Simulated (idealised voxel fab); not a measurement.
Process module in this document: voxel wiring stack
The width of the displayed cross-section, cut, is 220 nm; its cells are square, with a size of 5 nm.
We lay out every cross-section as a grid of square cells and spell it out in bands from the top down, where one band means one or more rows of cells.
A band entry consists of two parts. The first gives the height of the band's top and the height of its bottom, in nm. The rest lists the band's materials from left to right, each with its width in nm. A single material labelled with the word "edge to edge" fills the band from edge to edge, and the word "air" marks empty space.
A quick word on heights: they are counted from 0, and under that level the wafer as it came to us is one material throughout. The lowest band is different from the rest in having no bottom; it simply continues downward, written as in "from 0 down".
Read "30..40" as a graded width: first number on top, second number at the bottom, same change between each pair of neighbouring rows.
Take "nothing different" at face value: in the step it is given for, the cross-section changed in none of its cells.
"Enclosed void inventory" contains a list of empty spaces, each no smaller than 8 cells and without an open way to the top, written in the form width x height at distance with the distance from the left edge and all three in nm.
Where a step's line continues beyond its settings, the continuation is a remark by the simulator itself on that step.
A step's line can hold "overlay nm"; with a mask on that step, the setting says how far right of the planned place the mask lay, while a negative setting says it lay to the left.
The process steps that were planned are listed below:
1: RECEIVE: material Si
2: CONFORMAL_DEP: material SiO2, thk nm 15
3: DIRECTIONAL_DEP: material TiN, thk nm 5
4: DIRECTIONAL_DEP: material W, thk nm 15
5: DIRECTIONAL_DEP: material aC, thk nm 10
6: PATTERN: tone cover, mask id METAL_1, material resist, width nm 20, pitch nm 50, thk nm 25, overlay nm 0
7: DIRECTIONAL_ETCH: etch materials aC, depth nm 10
8: STRIP: etch materials resist
9: DIRECTIONAL_ETCH: etch materials W, depth nm 15
10: DIRECTIONAL_ETCH: etch materials TiN, depth nm 5
11: STRIP: etch materials aC
12: CONFORMAL_DEP: material SiN, thk nm 5
13: FILL_DEP: material SiO2, thk nm 10
14: CMP: height nm 35
15: CONFORMAL_DEP: material SiCN, thk nm 5
16: DIRECTIONAL_DEP: material lowk, thk nm 10
17: DIRECTIONAL_DEP: material aC, thk nm 15
18: PATTERN: tone open, mask id PLUG_1, material resist, width nm 15, pitch nm 50, thk nm 30, overlay nm 0
19: DIRECTIONAL_ETCH: etch materials aC, depth nm 15
20: STRIP: etch materials resist
21: DIRECTIONAL_ETCH: etch materials lowk, depth nm 10
22: DIRECTIONAL_ETCH: etch materials SiCN, depth nm 5
23: STRIP: etch materials aC
24: EPI: material Ru, thk nm 10
25: EPI: material Ru, thk nm 5
26: CONFORMAL_DEP: material SiCN, thk nm 5
27: DIRECTIONAL_DEP: material SiO2, thk nm 25
28: MASKED_ETCH: tone open, mask id METAL_2, width nm 20, pitch nm 50, etch materials SiO2, depth nm 25, overlay nm 0
29: MASKED_ETCH: tone open, mask id METAL_2, width nm 20, pitch nm 50, etch materials SiCN, depth nm 5, overlay nm 0
30: CONFORMAL_DEP: material TiN, thk nm 5
31: FILL_DEP: material W, thk nm 10
32: CMP: height nm 80
33: CONFORMAL_DEP: material SiCN, thk nm 5
34: DIRECTIONAL_DEP: material SiO2, thk nm 10
35: DIRECTIONAL_DEP: material aC, thk nm 15
36: PATTERN: tone open, mask id PLUG_2, material resist, width nm 15, pitch nm 50, thk nm 30, overlay nm 0
37: DIRECTIONAL_ETCH: etch materials aC, depth nm 15
38: STRIP: etch materials resist
39: DIRECTIONAL_ETCH: etch materials SiO2, depth nm 10
40: DIRECTIONAL_ETCH: etch materials SiCN, depth nm 5
41: STRIP: etch materials aC
42: EPI: material Ru, thk nm 10
43: EPI: material Ru, thk nm 5
44: DIRECTIONAL_DEP: material TiN, thk nm 5
45: DIRECTIONAL_DEP: material Ru, thk nm 20
46: MASKED_ETCH: tone cover, mask id METAL_3, width nm 20, pitch nm 50, etch materials Ru, depth nm 20, overlay nm 0
47: MASKED_ETCH: tone cover, mask id METAL_3, width nm 20, pitch nm 50, etch materials TiN, depth nm 5, overlay nm 0
48: CONFORMAL_DEP: material SiCN, thk nm 5
49: FILL_DEP: material SiO2, thk nm 10
50: CMP: height nm 120
51: CONFORMAL_DEP: material SiN, thk nm 5
Concerning the first of two wafers, which was run in accordance with the plan:
Wafer as received: cross-section following step 1:
* from 0 down: Si edge to edge
* Enclosed void inventory: none
Step 2 complete: cross-section through the wafer:
* from 15 to 0: SiO2 edge to edge
* Rest of section, below 0: as before.
Step 3 complete: cross-section through the wafer:
* from 20 to 15: TiN edge to edge
* Rest of section, below 15: as before.
Step 4 complete: cross-section through the wafer:
* from 35 to 20: W edge to edge
* Rest of section, below 20: as before.
Step 5 complete: cross-section through the wafer:
* from 45 to 35: aC edge to edge
* Rest of section, below 35: as before.
Step 6 complete: cross-section through the wafer:
* from 70 to 45: air (75)  resist (20)  air (30)  resist (20)  air (75)
* Rest of section, below 45: as before.
Step 7 complete: cross-section through the wafer:
* from 60 to 45: air (75)  resist (20)  air (30)  resist (20)  air (75)
* from 45 to 35: air (75)  aC (20)  air (30)  aC (20)  air (75)
* Rest of section, below 35: as before.
Step 8 complete: cross-section through the wafer:
* from 45 to 35: air (75)  aC (20)  air (30)  aC (20)  air (75)
* Rest of section, below 35: as before.
Step 9 complete: cross-section through the wafer:
* from 45 to 35: air (75)  aC (20)  air (30)  aC (20)  air (75)
* from 35 to 20: air (75)  W (20)  air (30)  W (20)  air (75)
* Rest of section, below 20: as before.
Step 10 complete: cross-section through the wafer:
* from 45 to 35: air (75)  aC (20)  air (30)  aC (20)  air (75)
* from 35 to 20: air (75)  W (20)  air (30)  W (20)  air (75)
* from 20 to 15: air (75)  TiN (20)  air (30)  TiN (20)  air (75)
* Rest of section, below 15: as before.
Step 11 complete: cross-section through the wafer:
* from 35 to 20: air (75)  W (20)  air (30)  W (20)  air (75)
* Rest of section, below 20: as before.
Step 12 complete: cross-section through the wafer:
* from 40 to 35: air (70)  SiN (30)  air (20)  SiN (30)  air (70)
* from 35 to 20: air (70)  SiN (5)  W (20)  SiN (5)  air (20)  SiN (5)  W (20)  SiN (5)  air (70)
* from 20 to 15: SiN (75)  TiN (20)  SiN (30)  TiN (20)  SiN (75)
* Rest of section, below 15: as before.
Step 13 complete: cross-section through the wafer:
* from 50 to 40: SiO2 edge to edge
* from 40 to 35: SiO2 (70)  SiN (30)  SiO2 (20)  SiN (30)  SiO2 (70)
* from 35 to 20: SiO2 (70)  SiN (5)  W (20)  SiN (5)  SiO2 (20)  SiN (5)  W (20)  SiN (5)  SiO2 (70)
* Rest of section, below 20: as before.
Step 14 complete: cross-section through the wafer:
* from 35 to 20: SiO2 (70)  SiN (5)  W (20)  SiN (5)  SiO2 (20)  SiN (5)  W (20)  SiN (5)  SiO2 (70)
* Rest of section, below 20: as before.
Step 15 complete: cross-section through the wafer:
* from 40 to 35: SiCN edge to edge
* Rest of section, below 35: as before.
Step 16 complete: cross-section through the wafer:
* from 50 to 40: lowk edge to edge
* Rest of section, below 40: as before.
Step 17 complete: cross-section through the wafer:
* from 65 to 50: aC edge to edge
* Rest of section, below 50: as before.
Step 18 complete: cross-section through the wafer:
* from 95 to 65: resist (75)  air (15)  resist (35)  air (15)  resist (80)
* Rest of section, below 65: as before.
Step 19 complete: cross-section through the wafer:
* from 80 to 65: resist (75)  air (15)  resist (35)  air (15)  resist (80)
* from 65 to 50: aC (75)  air (15)  aC (35)  air (15)  aC (80)
* Rest of section, below 50: as before.
Step 20 complete: cross-section through the wafer:
* from 65 to 50: aC (75)  air (15)  aC (35)  air (15)  aC (80)
* Rest of section, below 50: as before.
Step 21 complete: cross-section through the wafer:
* from 65 to 50: aC (75)  air (15)  aC (35)  air (15)  aC (80)
* from 50 to 40: lowk (75)  air (15)  lowk (35)  air (15)  lowk (80)
* Rest of section, below 40: as before.
Step 22 complete: cross-section through the wafer:
* from 65 to 50: aC (75)  air (15)  aC (35)  air (15)  aC (80)
* from 50 to 40: lowk (75)  air (15)  lowk (35)  air (15)  lowk (80)
* from 40 to 35: SiCN (75)  air (15)  SiCN (35)  air (15)  SiCN (80)
* Rest of section, below 35: as before.
Step 23 complete: cross-section through the wafer:
* from 50 to 40: lowk (75)  air (15)  lowk (35)  air (15)  lowk (80)
* Rest of section, below 40: as before.
Step 24 complete: cross-section through the wafer:
* from 50 to 45: lowk (75)  air (15)  lowk (35)  air (15)  lowk (80)
* from 45 to 40: lowk (75)  Ru (15)  lowk (35)  Ru (15)  lowk (80)
* from 40 to 35: SiCN (75)  Ru (15)  SiCN (35)  Ru (15)  SiCN (80)
* Rest of section, below 35: as before.
Step 25 complete: cross-section through the wafer:
* from 50 to 40: lowk (75)  Ru (15)  lowk (35)  Ru (15)  lowk (80)
* Rest of section, below 40: as before.
Step 26 complete: cross-section through the wafer:
* from 55 to 50: SiCN edge to edge
* Rest of section, below 50: as before.
Step 27 complete: cross-section through the wafer:
* from 80 to 55: SiO2 edge to edge
* Rest of section, below 55: as before.
Step 28 complete: cross-section through the wafer:
* from 80 to 55: SiO2 (75)  air (20)  SiO2 (30)  air (20)  SiO2 (75)
* Rest of section, below 55: as before.
Step 29 complete: cross-section through the wafer:
* from 80 to 55: SiO2 (75)  air (20)  SiO2 (30)  air (20)  SiO2 (75)
* from 55 to 50: SiCN (75)  air (20)  SiCN (30)  air (20)  SiCN (75)
* Rest of section, below 50: as before.
Step 30 complete: cross-section through the wafer:
* from 85 to 80: TiN (80)  air (10)  TiN (40)  air (10)  TiN (80)
* from 80 to 55: SiO2 (75)  TiN (5)  air (10)  TiN (5)  SiO2 (30)  TiN (5)  air (10)  TiN (5)  SiO2 (75)
* from 55 to 50: SiCN (75)  TiN (20)  SiCN (30)  TiN (20)  SiCN (75)
* Rest of section, below 50: as before.
Step 31 complete: cross-section through the wafer:
* from 95 to 85: W edge to edge
* from 85 to 80: TiN (80)  W (10)  TiN (40)  W (10)  TiN (80)
* from 80 to 55: SiO2 (75)  TiN (5)  W (10)  TiN (5)  SiO2 (30)  TiN (5)  W (10)  TiN (5)  SiO2 (75)
* Rest of section, below 55: as before.
Step 32 complete: cross-section through the wafer:
* from 80 to 55: SiO2 (75)  TiN (5)  W (10)  TiN (5)  SiO2 (30)  TiN (5)  W (10)  TiN (5)  SiO2 (75)
* Rest of section, below 55: as before.
Step 33 complete: cross-section through the wafer:
* from 85 to 80: SiCN edge to edge
* Rest of section, below 80: as before.
Step 34 complete: cross-section through the wafer:
* from 95 to 85: SiO2 edge to edge
* Rest of section, below 85: as before.
Step 35 complete: cross-section through the wafer:
* from 110 to 95: aC edge to edge
* Rest of section, below 95: as before.
Step 36 complete: cross-section through the wafer:
* from 140 to 110: resist (75)  air (15)  resist (35)  air (15)  resist (80)
* Rest of section, below 110: as before.
Step 37 complete: cross-section through the wafer:
* from 125 to 110: resist (75)  air (15)  resist (35)  air (15)  resist (80)
* from 110 to 95: aC (75)  air (15)  aC (35)  air (15)  aC (80)
* Rest of section, below 95: as before.
Step 38 complete: cross-section through the wafer:
* from 110 to 95: aC (75)  air (15)  aC (35)  air (15)  aC (80)
* Rest of section, below 95: as before.
Step 39 complete: cross-section through the wafer:
* from 110 to 95: aC (75)  air (15)  aC (35)  air (15)  aC (80)
* from 95 to 85: SiO2 (75)  air (15)  SiO2 (35)  air (15)  SiO2 (80)
* Rest of section, below 85: as before.
Step 40 complete: cross-section through the wafer:
* from 110 to 95: aC (75)  air (15)  aC (35)  air (15)  aC (80)
* from 95 to 85: SiO2 (75)  air (15)  SiO2 (35)  air (15)  SiO2 (80)
* from 85 to 80: SiCN (75)  air (15)  SiCN (35)  air (15)  SiCN (80)
* Rest of section, below 80: as before.
Step 41 complete: cross-section through the wafer:
* from 95 to 85: SiO2 (75)  air (15)  SiO2 (35)  air (15)  SiO2 (80)
* Rest of section, below 85: as before.
Step 42 complete: cross-section through the wafer:
* from 95 to 90: SiO2 (75)  air (15)  SiO2 (35)  air (15)  SiO2 (80)
* from 90 to 85: SiO2 (75)  Ru (15)  SiO2 (35)  Ru (15)  SiO2 (80)
* from 85 to 80: SiCN (75)  Ru (15)  SiCN (35)  Ru (15)  SiCN (80)
* Rest of section, below 80: as before.
Step 43 complete: cross-section through the wafer:
* from 95 to 85: SiO2 (75)  Ru (15)  SiO2 (35)  Ru (15)  SiO2 (80)
* Rest of section, below 85: as before.
Step 44 complete: cross-section through the wafer:
* from 100 to 95: TiN edge to edge
* Rest of section, below 95: as before.
Step 45 complete: cross-section through the wafer:
* from 120 to 100: Ru edge to edge
* Rest of section, below 100: as before.
Step 46 complete: cross-section through the wafer:
* from 120 to 100: air (75)  Ru (20)  air (30)  Ru (20)  air (75)
* Rest of section, below 100: as before.
Step 47 complete: cross-section through the wafer:
* from 120 to 100: air (75)  Ru (20)  air (30)  Ru (20)  air (75)
* from 100 to 95: air (75)  TiN (20)  air (30)  TiN (20)  air (75)
* Rest of section, below 95: as before.
Step 48 complete: cross-section through the wafer:
* from 125 to 120: air (70)  SiCN (30)  air (20)  SiCN (30)  air (70)
* from 120 to 100: air (70)  SiCN (5)  Ru (20)  SiCN (5)  air (20)  SiCN (5)  Ru (20)  SiCN (5)  air (70)
* from 100 to 95: SiCN (75)  TiN (20)  SiCN (30)  TiN (20)  SiCN (75)
* Rest of section, below 95: as before.
Step 49 complete: cross-section through the wafer:
* from 135 to 125: SiO2 edge to edge
* from 125 to 120: SiO2 (70)  SiCN (30)  SiO2 (20)  SiCN (30)  SiO2 (70)
* from 120 to 100: SiO2 (70)  SiCN (5)  Ru (20)  SiCN (5)  SiO2 (20)  SiCN (5)  Ru (20)  SiCN (5)  SiO2 (70)
* Rest of section, below 100: as before.
Step 50 complete: cross-section through the wafer:
* from 120 to 100: SiO2 (70)  SiCN (5)  Ru (20)  SiCN (5)  SiO2 (20)  SiCN (5)  Ru (20)  SiCN (5)  SiO2 (70)
* Rest of section, below 100: as before.
Step 51 complete: cross-section through the wafer:
* from 125 to 120: SiN edge to edge
* Rest of section, below 120: as before.
Second wafer, same starting state and plan as the first, one mistake in the run, identical through step 5:
Cross-sectional representation of the second wafer at the time designated in the plan for the completion of step 6:
* from 70 to 45: resist (75)  air (20)  resist (30)  air (20)  resist (75)
* Rest of section, below 45: as before.
Cross-sectional representation of the second wafer at the time designated in the plan for the completion of step 7:
* from 60 to 45: resist (75)  air (20)  resist (30)  air (20)  resist (75)
* from 45 to 35: aC (75)  air (20)  aC (30)  air (20)  aC (75)
* Rest of section, below 35: as before.
Cross-sectional representation of the second wafer at the time designated in the plan for the completion of step 8:
* from 45 to 35: aC (75)  air (20)  aC (30)  air (20)  aC (75)
* Rest of section, below 35: as before.
Cross-sectional representation of the second wafer at the time designated in the plan for the completion of step 9:
* from 45 to 35: aC (75)  air (20)  aC (30)  air (20)  aC (75)
* from 35 to 20: W (75)  air (20)  W (30)  air (20)  W (75)
* Rest of section, below 20: as before.
Cross-sectional representation of the second wafer at the time designated in the plan for the completion of step 10:
* from 45 to 35: aC (75)  air (20)  aC (30)  air (20)  aC (75)
* from 35 to 20: W (75)  air (20)  W (30)  air (20)  W (75)
* from 20 to 15: TiN (75)  air (20)  TiN (30)  air (20)  TiN (75)
* Rest of section, below 15: as before.
Cross-sectional representation of the second wafer at the time designated in the plan for the completion of step 11:
* from 35 to 20: W (75)  air (20)  W (30)  air (20)  W (75)
* Rest of section, below 20: as before.
Cross-sectional representation of the second wafer at the time designated in the plan for the completion of step 12:
* from 40 to 35: SiN (80)  air (10)  SiN (40)  air (10)  SiN (80)
* from 35 to 20: W (75)  SiN (5)  air (10)  SiN (5)  W (30)  SiN (5)  air (10)  SiN (5)  W (75)
* from 20 to 15: TiN (75)  SiN (20)  TiN (30)  SiN (20)  TiN (75)
* Rest of section, below 15: as before.
Cross-sectional representation of the second wafer at the time designated in the plan for the completion of step 13:
* from 50 to 40: SiO2 edge to edge
* from 40 to 35: SiN (80)  SiO2 (10)  SiN (40)  SiO2 (10)  SiN (80)
* from 35 to 20: W (75)  SiN (5)  SiO2 (10)  SiN (5)  W (30)  SiN (5)  SiO2 (10)  SiN (5)  W (75)
* Rest of section, below 20: as before.
Cross-sectional representation of the second wafer at the time designated in the plan for the completion of step 14:
* from 35 to 20: W (75)  SiN (5)  SiO2 (10)  SiN (5)  W (30)  SiN (5)  SiO2 (10)  SiN (5)  W (75)
* Rest of section, below 20: as before.
Cross-sectional representation of the second wafer at the time designated in the plan for the completion of step 15:
* from 40 to 35: SiCN edge to edge
* Rest of section, below 35: as before.
Cross-sectional representation of the second wafer at the time designated in the plan for the completion of step 16:
* from 50 to 40: lowk edge to edge
* Rest of section, below 40: as before.
Cross-sectional representation of the second wafer at the time designated in the plan for the completion of step 17:
* from 65 to 50: aC edge to edge
* Rest of section, below 50: as before.
Cross-sectional representation of the second wafer at the time designated in the plan for the completion of step 18:
* from 95 to 65: resist (75)  air (15)  resist (35)  air (15)  resist (80)
* Rest of section, below 65: as before.
Cross-sectional representation of the second wafer at the time designated in the plan for the completion of step 19:
* from 80 to 65: resist (75)  air (15)  resist (35)  air (15)  resist (80)
* from 65 to 50: aC (75)  air (15)  aC (35)  air (15)  aC (80)
* Rest of section, below 50: as before.
Cross-sectional representation of the second wafer at the time designated in the plan for the completion of step 20:
* from 65 to 50: aC (75)  air (15)  aC (35)  air (15)  aC (80)
* Rest of section, below 50: as before.
Cross-sectional representation of the second wafer at the time designated in the plan for the completion of step 21:
* from 65 to 50: aC (75)  air (15)  aC (35)  air (15)  aC (80)
* from 50 to 40: lowk (75)  air (15)  lowk (35)  air (15)  lowk (80)
* Rest of section, below 40: as before.
Cross-sectional representation of the second wafer at the time designated in the plan for the completion of step 22:
* from 65 to 50: aC (75)  air (15)  aC (35)  air (15)  aC (80)
* from 50 to 40: lowk (75)  air (15)  lowk (35)  air (15)  lowk (80)
* from 40 to 35: SiCN (75)  air (15)  SiCN (35)  air (15)  SiCN (80)
* Rest of section, below 35: as before.
Cross-sectional representation of the second wafer at the time designated in the plan for the completion of step 23:
* from 50 to 40: lowk (75)  air (15)  lowk (35)  air (15)  lowk (80)
* Rest of section, below 40: as before.
Cross-sectional representation of the second wafer at the time designated in the plan for the completion of step 24: nothing different
Cross-sectional representation of the second wafer at the time designated in the plan for the completion of step 25: nothing different
Cross-sectional representation of the second wafer at the time designated in the plan for the completion of step 26:
* from 55 to 50: SiCN (80)  air (5)  SiCN (45)  air (5)  SiCN (85)
* from 50 to 40: lowk (75)  SiCN (5)  air (5)  SiCN (5)  lowk (35)  SiCN (5)  air (5)  SiCN (5)  lowk (80)
* from 40 to 35: SiCN edge to edge
* Rest of section, below 35: as before.
Cross-sectional representation of the second wafer at the time designated in the plan for the completion of step 27:
* from 80 to 65: SiO2 (80)  air (5)  SiO2 (45)  air (5)  SiO2 (85)
* from 65 to 55: SiO2 edge to edge
* from 55 to 50: SiCN (80)  SiO2 (5)  SiCN (45)  SiO2 (5)  SiCN (85)
* from 50 to 40: lowk (75)  SiCN (5)  SiO2 (5)  SiCN (5)  lowk (35)  SiCN (5)  SiO2 (5)  SiCN (5)  lowk (80)
* Rest of section, below 40: as before.
Cross-sectional representation of the second wafer at the time designated in the plan for the completion of step 28:
* from 80 to 55: SiO2 (75)  air (20)  SiO2 (30)  air (20)  SiO2 (75)
* from 55 to 50: SiCN (80)  air (5)  SiCN (45)  air (5)  SiCN (85)
* from 50 to 40: lowk (75)  SiCN (5)  air (5)  SiCN (5)  lowk (35)  SiCN (5)  air (5)  SiCN (5)  lowk (80)
* Rest of section, below 40: as before.
Cross-sectional representation of the second wafer at the time designated in the plan for the completion of step 29:
* from 80 to 55: SiO2 (75)  air (20)  SiO2 (30)  air (20)  SiO2 (75)
* from 55 to 50: SiCN (75)  air (20)  SiCN (30)  air (20)  SiCN (75)
* from 50 to 40: lowk (75)  SiCN (5)  air (5)  SiCN (5)  lowk (35)  SiCN (5)  air (5)  SiCN (5)  lowk (80)
* from 40 to 35: SiCN (80)  air (5)  SiCN (45)  air (5)  SiCN (85)
* Rest of section, below 35: as before.
Cross-sectional representation of the second wafer at the time designated in the plan for the completion of step 30:
* from 85 to 80: TiN (80)  air (10)  TiN (40)  air (10)  TiN (80)
* from 80 to 55: SiO2 (75)  TiN (5)  air (10)  TiN (5)  SiO2 (30)  TiN (5)  air (10)  TiN (5)  SiO2 (75)
* from 55 to 50: SiCN (75)  TiN (20)  SiCN (30)  TiN (20)  SiCN (75)
* from 50 to 40: lowk (75)  SiCN (5)  TiN (5)  SiCN (5)  lowk (35)  SiCN (5)  TiN (5)  SiCN (5)  lowk (80)
* from 40 to 35: SiCN (80)  TiN (5)  SiCN (45)  TiN (5)  SiCN (85)
* Rest of section, below 35: as before.
Cross-sectional representation of the second wafer at the time designated in the plan for the completion of step 31:
* from 95 to 85: W edge to edge
* from 85 to 80: TiN (80)  W (10)  TiN (40)  W (10)  TiN (80)
* from 80 to 55: SiO2 (75)  TiN (5)  W (10)  TiN (5)  SiO2 (30)  TiN (5)  W (10)  TiN (5)  SiO2 (75)
* Rest of section, below 55: as before.
Cross-sectional representation of the second wafer at the time designated in the plan for the completion of step 32:
* from 80 to 55: SiO2 (75)  TiN (5)  W (10)  TiN (5)  SiO2 (30)  TiN (5)  W (10)  TiN (5)  SiO2 (75)
* Rest of section, below 55: as before.
Cross-sectional representation of the second wafer at the time designated in the plan for the completion of step 33:
* from 85 to 80: SiCN edge to edge
* Rest of section, below 80: as before.
Cross-sectional representation of the second wafer at the time designated in the plan for the completion of step 34:
* from 95 to 85: SiO2 edge to edge
* Rest of section, below 85: as before.
Cross-sectional representation of the second wafer at the time designated in the plan for the completion of step 35:
* from 110 to 95: aC edge to edge
* Rest of section, below 95: as before.
Cross-sectional representation of the second wafer at the time designated in the plan for the completion of step 36:
* from 140 to 110: resist (75)  air (15)  resist (35)  air (15)  resist (80)
* Rest of section, below 110: as before.
Cross-sectional representation of the second wafer at the time designated in the plan for the completion of step 37:
* from 125 to 110: resist (75)  air (15)  resist (35)  air (15)  resist (80)
* from 110 to 95: aC (75)  air (15)  aC (35)  air (15)  aC (80)
* Rest of section, below 95: as before.
Cross-sectional representation of the second wafer at the time designated in the plan for the completion of step 38:
* from 110 to 95: aC (75)  air (15)  aC (35)  air (15)  aC (80)
* Rest of section, below 95: as before.
Cross-sectional representation of the second wafer at the time designated in the plan for the completion of step 39:
* from 110 to 95: aC (75)  air (15)  aC (35)  air (15)  aC (80)
* from 95 to 85: SiO2 (75)  air (15)  SiO2 (35)  air (15)  SiO2 (80)
* Rest of section, below 85: as before.
Cross-sectional representation of the second wafer at the time designated in the plan for the completion of step 40:
* from 110 to 95: aC (75)  air (15)  aC (35)  air (15)  aC (80)
* from 95 to 85: SiO2 (75)  air (15)  SiO2 (35)  air (15)  SiO2 (80)
* from 85 to 80: SiCN (75)  air (15)  SiCN (35)  air (15)  SiCN (80)
* Rest of section, below 80: as before.
Cross-sectional representation of the second wafer at the time designated in the plan for the completion of step 41:
* from 95 to 85: SiO2 (75)  air (15)  SiO2 (35)  air (15)  SiO2 (80)
* Rest of section, below 85: as before.
Cross-sectional representation of the second wafer at the time designated in the plan for the completion of step 42:
* from 95 to 90: SiO2 (75)  air (15)  SiO2 (35)  air (15)  SiO2 (80)
* from 90 to 85: SiO2 (75)  Ru (15)  SiO2 (35)  Ru (15)  SiO2 (80)
* from 85 to 80: SiCN (75)  Ru (15)  SiCN (35)  Ru (15)  SiCN (80)
* Rest of section, below 80: as before.
Cross-sectional representation of the second wafer at the time designated in the plan for the completion of step 43:
* from 95 to 85: SiO2 (75)  Ru (15)  SiO2 (35)  Ru (15)  SiO2 (80)
* Rest of section, below 85: as before.
Cross-sectional representation of the second wafer at the time designated in the plan for the completion of step 44:
* from 100 to 95: TiN edge to edge
* Rest of section, below 95: as before.
Cross-sectional representation of the second wafer at the time designated in the plan for the completion of step 45:
* from 120 to 100: Ru edge to edge
* Rest of section, below 100: as before.
Cross-sectional representation of the second wafer at the time designated in the plan for the completion of step 46:
* from 120 to 100: air (75)  Ru (20)  air (30)  Ru (20)  air (75)
* Rest of section, below 100: as before.
Cross-sectional representation of the second wafer at the time designated in the plan for the completion of step 47:
* from 120 to 100: air (75)  Ru (20)  air (30)  Ru (20)  air (75)
* from 100 to 95: air (75)  TiN (20)  air (30)  TiN (20)  air (75)
* Rest of section, below 95: as before.
Cross-sectional representation of the second wafer at the time designated in the plan for the completion of step 48:
* from 125 to 120: air (70)  SiCN (30)  air (20)  SiCN (30)  air (70)
* from 120 to 100: air (70)  SiCN (5)  Ru (20)  SiCN (5)  air (20)  SiCN (5)  Ru (20)  SiCN (5)  air (70)
* from 100 to 95: SiCN (75)  TiN (20)  SiCN (30)  TiN (20)  SiCN (75)
* Rest of section, below 95: as before.
Cross-sectional representation of the second wafer at the time designated in the plan for the completion of step 49:
* from 135 to 125: SiO2 edge to edge
* from 125 to 120: SiO2 (70)  SiCN (30)  SiO2 (20)  SiCN (30)  SiO2 (70)
* from 120 to 100: SiO2 (70)  SiCN (5)  Ru (20)  SiCN (5)  SiO2 (20)  SiCN (5)  Ru (20)  SiCN (5)  SiO2 (70)
* Rest of section, below 100: as before.
Cross-sectional representation of the second wafer at the time designated in the plan for the completion of step 50:
* from 120 to 100: SiO2 (70)  SiCN (5)  Ru (20)  SiCN (5)  SiO2 (20)  SiCN (5)  Ru (20)  SiCN (5)  SiO2 (70)
* Rest of section, below 100: as before.
Cross-sectional representation of the second wafer at the time designated in the plan for the completion of step 51:
* from 125 to 120: SiN edge to edge
* Rest of section, below 120: as before.
The plan and the run diverged here: in deviation from the planned setting, step 6 was conducted as PATTERN: tone open, mask id METAL_1, material resist, width nm 20, pitch nm 50, thk nm 25, overlay nm 0
Wrapping up, a cell-based count of both wafers puts the second over or under the first for these materials: Ru -18 | SiCN +12 | SiN -28 | SiO2 -84 | TiN +34 | W +84
